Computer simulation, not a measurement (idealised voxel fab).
You're looking at the process module voxel self aligned vias.
Section cut is 235 nm wide and gridded with 5 nm square cells.
We lay out every cross-section as a grid of square cells and spell it out in bands from the top down, where one band means one or more rows of cells.
Top, bottom (nm), then materials left to right with widths (nm); lone material tagged "throughout" fills the whole band edge to edge; "empty" = empty space.
Below 0: as-received wafer, all one material; heights counted from there. Lowest band: no bottom, goes on down, written "0 and below".
The notation "30->40" denotes a width that varies across the rows of cells in the band, beginning at the first number in the top row, finishing at the second number in the bottom row, and changing by an identical amount from each row to the next.
Given "all unchanged" for a step, no cell of the cross-section differs between before and after that step.
"Sealed internal cavities": sealed empty spaces, 8 cells or more, no open way to top, listed width x height at distance, with distance from the left edge and width, height and distance in nm.
Text after the settings on a step's line: the simulator's own remark on that step.
overlay nm: mask right of planned place by this much (step with mask). Neg. = left.
# Intended process steps
1,RECEIVE (material Si)
2,CONFORMAL_DEP (material SiO2; thk nm 10)
3,CONFORMAL_DEP (material SiCN; thk nm 5)
4,DIRECTIONAL_DEP (material lowk; thk nm 25)
5,DIRECTIONAL_DEP (material aC; thk nm 15)
6,PATTERN (tone open; mask id LINES; material resist; width nm 20; pitch nm 50; thk nm 35; overlay nm 0)
7,DIRECTIONAL_ETCH (etch materials aC; depth nm 15)
8,STRIP (etch materials resist)
9,DIRECTIONAL_ETCH (etch materials lowk; depth nm 25)
10,STRIP (etch materials aC)
11,CONFORMAL_DEP (material TiN; thk nm 5)
12,FILL_DEP (material Ru; thk nm 5)
13,CMP (height nm 40)
14,SELECTIVE_ETCH (etch materials W Ru TiN; depth nm 5)
15,FILL_DEP (material SiN; thk nm 5)
16,CMP (height nm 40)
17,DIRECTIONAL_DEP (material lowk; thk nm 20)
18,DIRECTIONAL_DEP (material aC; thk nm 15)
19,PATTERN (tone open; mask id VIAS; material resist; width nm 30; thk nm 30; overlay nm 0)
20,DIRECTIONAL_ETCH (etch materials aC; depth nm 15)
21,STRIP (etch materials resist)
22,DIRECTIONAL_ETCH (etch materials lowk; depth nm 20)
23,DIRECTIONAL_ETCH (etch materials SiN; depth nm 5)
24,STRIP (etch materials aC)
25,CONFORMAL_DEP (material TiN; thk nm 5)
26,FILL_DEP (material Ru; thk nm 5)
27,CMP (height nm 60)
28,CONFORMAL_DEP (material SiCN; thk nm 5)
# The cross-section here shows the wafer as received, i.e. in its state after step 1
> 0 and below = Si throughout
> Sealed internal cavities: none
# Cross-sectional view of the first of the two wafers upon completion of the module, processed in accordance with the plan
> 65 down to 60 = SiCN throughout
> 60 down to 45 = lowk (75)  TiN (5)  Ru (20)  TiN (5)  lowk (130)
> 45 down to 40 = lowk (75)  TiN (10)  Ru (10)  TiN (10)  lowk (130)
> 40 down to 35 = lowk (80)  TiN (20)  lowk (30)  SiN (20)  lowk (85)
> 35 down to 20 = lowk (80)  TiN (5)  Ru (10)  TiN (5)  lowk (30)  TiN (5)  Ru (10)  TiN (5)  lowk (85)
> 20 down to 15 = lowk (80)  TiN (20)  lowk (30)  TiN (20)  lowk (85)
> 15 down to 10 = SiCN throughout
> 10 down to 0 = SiO2 throughout
> 0 and below = Si throughout
> Sealed internal cavities: none
# second wafer at the end: like start, like plan, one mistake
> 65 down to 60 = SiCN throughout
> 60 down to 40 = lowk (75)  TiN (5)  Ru (20)  TiN (5)  lowk (130)
> 40 down to 35 = SiN (75)  TiN (30)  SiN (130)
> 35 down to 15 = lowk (80)  TiN (5)  Ru (10)  TiN (5)  lowk (30)  TiN (5)  Ru (10)  TiN (5)  lowk (85)
> 15 down to 10 = lowk (80)  TiN (20)  lowk (30)  TiN (20)  lowk (85)
> 10 down to 0 = SiO2 throughout
> 0 and below = Si throughout
> Sealed internal cavities: none
what went wrong: step 3 of the plan never got run, it was skipped over
Once processing is complete, comparing cell counts shows that the second wafer has more or fewer of certain materials than the first: Ru: 6 more | SiCN: 47 fewer | SiN: 37 more | TiN: 4 more
